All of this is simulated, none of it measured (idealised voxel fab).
Module name: voxel self aligned vias (process module)
Shown is cross-section cut, with a width of 250 nm and square cells of size 5 nm.
In what follows, cross-sections appear as grids of square cells, described through bands that run from the top down, where every band is one or more rows of cells.
The entry gives the band's vertical extent as a top height and a bottom height in nm, then its horizontal make-up as materials from left to right, each with a width in nm. "empty" stands for empty space; a single material marked "edge to edge" fills the band edge to edge.
It should be noted that heights are counted from 0, beneath which the wafer as supplied is of one material throughout, and that the lowest band possesses no lower boundary but continues downward, as written in "0 nm and below".
Quick explanation for "30..40": the width changes in equal steps down the rows of cells, from the first number in the band's top row to the second number in its bottom row.
The designation "nothing different", where it is given for a processing step, indicates that no cell of the cross-section was altered in the course of that step.
In "Closed void listing" the enclosed voids are listed, meaning empty spaces of 8 cells or larger without any opening to the top. The form is width x height at distance, distance from the left edge, units nm.
The remark found on a step's line after its settings is issued by the simulator itself and pertains to that step.
The optional step-line setting "overlay nm" applies to steps with a mask and quantifies how far to the right of its planned location the mask lay, a negative value indicating leftward placement.
Process steps foreseen in the plan
1,RECEIVE with material Si
2,CONFORMAL_DEP with material SiO2, thk nm 10
3,CONFORMAL_DEP with material SiCN, thk nm 5
4,DIRECTIONAL_DEP with material lowk, thk nm 30
5,DIRECTIONAL_DEP with material aC, thk nm 10
6,PATTERN with tone open, mask id LINES, material resist, width nm 20, pitch nm 70, thk nm 25, overlay nm 0
7,DIRECTIONAL_ETCH with etch materials aC, depth nm 10
8,STRIP with etch materials resist
9,DIRECTIONAL_ETCH with etch materials lowk, depth nm 30
10,STRIP with etch materials aC
11,CONFORMAL_DEP with material TiN, thk nm 5
12,FILL_DEP with material Ru, thk nm 10
13,CMP with height nm 45
14,SELECTIVE_ETCH with etch materials W Ru TiN, depth nm 10
15,FILL_DEP with material SiN, thk nm 10
16,CMP with height nm 45
17,DIRECTIONAL_DEP with material lowk, thk nm 15
18,DIRECTIONAL_DEP with material aC, thk nm 10
19,PATTERN with tone open, mask id VIAS, material resist, width nm 40, pitch nm 70, thk nm 25, overlay nm 0
20,DIRECTIONAL_ETCH with etch materials aC, depth nm 10
21,STRIP with etch materials resist
22,DIRECTIONAL_ETCH with etch materials lowk, depth nm 15
23,DIRECTIONAL_ETCH with etch materials SiN, depth nm 10
24,STRIP with etch materials aC
25,CONFORMAL_DEP with material TiN, thk nm 5
26,FILL_DEP with material Ru, thk nm 5
27,CMP with height nm 60
28,CONFORMAL_DEP with material SiCN, thk nm 5
Cross-section, incoming material, after step 1
> 0 nm and below = Si edge to edge
> Closed void listing: none
The following cross-section depicts the wafer upon conclusion of the module. Processing commenced from the starting condition illustrated above and adhered to the plan illustrated above, save for one mistake in execution
> 65 nm to 60 nm = SiCN edge to edge
> 60 nm to 50 nm = lowk=70, then TiN=5, then Ru=30, then TiN=5, then lowk=30, then TiN=5, then Ru=30, then TiN=5, then lowk=70
> 50 nm to 40 nm = lowk=70..75, then TiN=10..5, then Ru=20, then TiN=10..5, then lowk=30..40, then TiN=10..5, then Ru=20, then TiN=10..5, then lowk=70..75
> 40 nm to 35 nm = lowk=75, then TiN=30, then lowk=40, then TiN=30, then lowk=75
> 35 nm to 20 nm = lowk=75, then TiN=5, then Ru=20, then TiN=5, then lowk=40, then TiN=5, then Ru=20, then TiN=5, then lowk=75
> 20 nm to 15 nm = lowk=75, then TiN=30, then lowk=40, then TiN=30, then lowk=75
> 15 nm to 10 nm = SiCN edge to edge
> 10 nm to 0 nm = SiO2 edge to edge
> 0 nm and below = Si edge to edge
> Closed void listing: none
Heads up, the wafer didn't run the way we planned it: heads up, step 6 didn't go per plan, it actually ran as PATTERN with tone open, mask id LINES, material resist, width nm 30, pitch nm 70, thk nm 25, overlay nm 0
